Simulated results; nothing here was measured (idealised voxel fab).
Process module in this document: voxel self aligned vias
cross-section cut | 300 nm wide | cells 5 nm
Reading order for cross-sections: top band down to bottom band. Underlying form: a grid of square cells. Band size: one or more rows of cells. In this notation a band is specified by the heights of its top and bottom, in that order and in nm, after which its materials appear from left to right, each paired with its width in nm. The word "all across" attached to a single material means that material fills the band from edge to edge; the word "empty" stands for empty space. The reference from which all heights are counted is 0, the level beneath which the as-received wafer is entirely one material; the lowest band, having no lower bound, proceeds downward and is written after the example "0 -> down". The width entry "30..40" should be interpreted row by row: the top row of cells in the band takes the first number, the bottom row takes the second number, and the change between adjacent rows is uniform throughout. Reading "stayed the same" for a step: not a cell of the cross-section changed in it. Any empty space of 8 cells or more lacking an open way to the top shows up in "Unvented cavities" as width x height at distance, distance from the left edge, in nm. Formally, on a step line, whatever follows the settings is a remark that the simulator itself makes on the step. overlay nm: how far to the right of its planned place the mask lay on this masked step (negative: to the left).
THE FOLLOWING LIST GIVES THE PLANNED PROCESS STEPS
1. RECEIVE: material Si
2. CONFORMAL_DEP: material SiO2, thk nm 15
3. CONFORMAL_DEP: material SiCN, thk nm 5
4. DIRECTIONAL_DEP: material SiO2, thk nm 25
5. PATTERN: tone open, mask id LINES, material resist, width nm 20, pitch nm 60, thk nm 15, overlay nm 0
6. DIRECTIONAL_ETCH: etch materials SiO2, depth nm 25
7. STRIP: etch materials resist
8. CONFORMAL_DEP: material TiN, thk nm 5
9. FILL_DEP: material W, thk nm 10
10. CMP: height nm 45
11. SELECTIVE_ETCH: etch materials W Ru TiN, depth nm 5
12. FILL_DEP: material SiN, thk nm 5
13. CMP: height nm 45
14. DIRECTIONAL_DEP: material SiO2, thk nm 20
15. DIRECTIONAL_DEP: material aC, thk nm 10
16. PATTERN: tone open, mask id VIAS, material resist, width nm 40, pitch nm 60, thk nm 30, overlay nm 0
17. DIRECTIONAL_ETCH: etch materials aC, depth nm 10
18. STRIP: etch materials resist
19. DIRECTIONAL_ETCH: etch materials SiO2, depth nm 20
20. DIRECTIONAL_ETCH: etch materials SiN, depth nm 5
21. STRIP: etch materials aC
22. CONFORMAL_DEP: material TiN, thk nm 5
23. FILL_DEP: material Ru, thk nm 10
24. CMP: height nm 65
25. CONFORMAL_DEP: material SiN, thk nm 5
WAFER AS RECEIVED: CROSS-SECTION FOLLOWING STEP 1
- 0 -> down: Si all across
- Unvented cavities: none
END-OF-MODULE CROSS-SECTION. STARTING STRUCTURE AND PROCESS PLAN AS ABOVE; ONE MISTAKE MADE IN RUNNING IT
- 70 -> 65: SiN all across
- 65 -> 50: 70 nm SiO2, 5 nm TiN, 35 nm Ru, 5 nm TiN, 15 nm SiO2, 5 nm TiN, 35 nm Ru, 5 nm TiN, 15 nm SiO2, 5 nm TiN, 35 nm Ru, 5 nm TiN, 65 nm SiO2
- 50 -> 45: 70 nm SiO2, 15 nm TiN, 10 nm Ru, 20 nm TiN, 15 nm SiO2, 15 nm TiN, 10 nm Ru, 20 nm TiN, 15 nm SiO2, 15 nm TiN, 10 nm Ru, 20 nm TiN, 65 nm SiO2
- 45 -> 40: 80 nm SiO2, 20 nm TiN, 40 nm SiO2, 20 nm TiN, 40 nm SiO2, 20 nm TiN, 80 nm SiO2
- 40 -> 25: 80 nm SiO2, 5 nm TiN, 10 nm W, 5 nm TiN, 40 nm SiO2, 5 nm TiN, 10 nm W, 5 nm TiN, 40 nm SiO2, 5 nm TiN, 10 nm W, 5 nm TiN, 80 nm SiO2
- 25 -> 20: 80 nm SiO2, 20 nm TiN, 40 nm SiO2, 20 nm TiN, 40 nm SiO2, 20 nm TiN, 80 nm SiO2
- 20 -> 15: SiCN all across
- 15 -> 0: SiO2 all across
- 0 -> down: Si all across
- Unvented cavities: none
Misprocessing identified: in deviation from the planned setting, step 16 was conducted as PATTERN: tone open, mask id VIAS, material resist, width nm 45, pitch nm 60, thk nm 30, overlay nm 0
